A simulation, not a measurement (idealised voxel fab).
Title: Process Module voxel spacer lines
The figure presents cross-section cut, which has a width of 235 nm and is divided into square cells with an edge length of 5 nm.
Cross-section format: a grid of square cells, given as bands from top to bottom; each band is one or more rows of cells.
It is stipulated that each band's entry specify, in nanometres, the height of the top of the band and then that of its bottom, followed by the materials of the band in left-to-right sequence, each together with its width in nanometres. A single material marked by the word "all across" is understood to fill the band from edge to edge; the word "air" is understood to denote empty space.
Height is counted from the level 0, under which the received wafer is composed throughout of one material. The lowest of the bands is not closed at the bottom but continues downward, in the notation "0 down".
Width: "30..40" (first number = top row, second number = bottom row, same change from row to row of cells).
Step marked "no change"? Then no cell in the cross-section changed in it.
"Fully closed voids" - sealed voids, min. 8 cells, no opening to top; format: width x height at distance (distance from left edge; nm throughout).
Note: text after step settings on the step line = simulator remark on that step.
Each step line may optionally specify "overlay nm", which for a step with a mask gives the rightward distance between the mask's planned place and where it lay, a negative value indicating the leftward direction.

**Planned step list for the process**
1,RECEIVE [material Si]
2,CONFORMAL_DEP [material Al2O3] [thk nm 5]
3,DIRECTIONAL_DEP [material W] [thk nm 20]
4,DIRECTIONAL_DEP [material polySi] [thk nm 30]
5,PATTERN [tone cover] [mask id MANDREL] [material resist] [width nm 20] [pitch nm 60] [thk nm 35] [overlay nm 0]
6,DIRECTIONAL_ETCH [etch materials polySi] [depth nm 30]
7,STRIP [etch materials resist]
8,CONFORMAL_DEP [material SiO2] [thk nm 10]
9,DIRECTIONAL_ETCH [etch materials SiO2] [depth nm 10]
10,STRIP [etch materials polySi]
11,DIRECTIONAL_ETCH [etch materials W] [depth nm 20]
12,STRIP [etch materials SiO2]
13,FILL_DEP [material SiO2] [thk nm 5]
14,CMP [height nm 25]

**Step 1 complete: cross-section of the wafer as received**
	0 down | Si all across
	Fully closed voids: none

**First of two wafers, end-of-module section, run followed plan**
	25 to 5 | 65 nm SiO2  10 nm W  20 nm SiO2  10 nm W  20 nm SiO2  10 nm W  20 nm SiO2  10 nm W  70 nm SiO2
	5 to 0 | Al2O3 all across
	0 down | Si all across
	Fully closed voids: none

**End of module, second wafer, cross-section. Started like the first, planned like the first, run with one mistake**
	25 to 20 | SiO2 all across
	20 to 5 | 65 nm SiO2  10 nm W  20 nm SiO2  10 nm W  20 nm SiO2  10 nm W  20 nm SiO2  10 nm W  70 nm SiO2
	5 to 0 | Al2O3 all across
	0 down | Si all across
	Fully closed voids: none
Diagnosis: it should be noted that step 3 was executed with settings other than those planned, the operation and settings actually applied being DIRECTIONAL_DEP [material W] [thk nm 15]
The final cell counts differ between the wafers, with the second having more or fewer of some materials than the first: SiO2 +8 | W -8
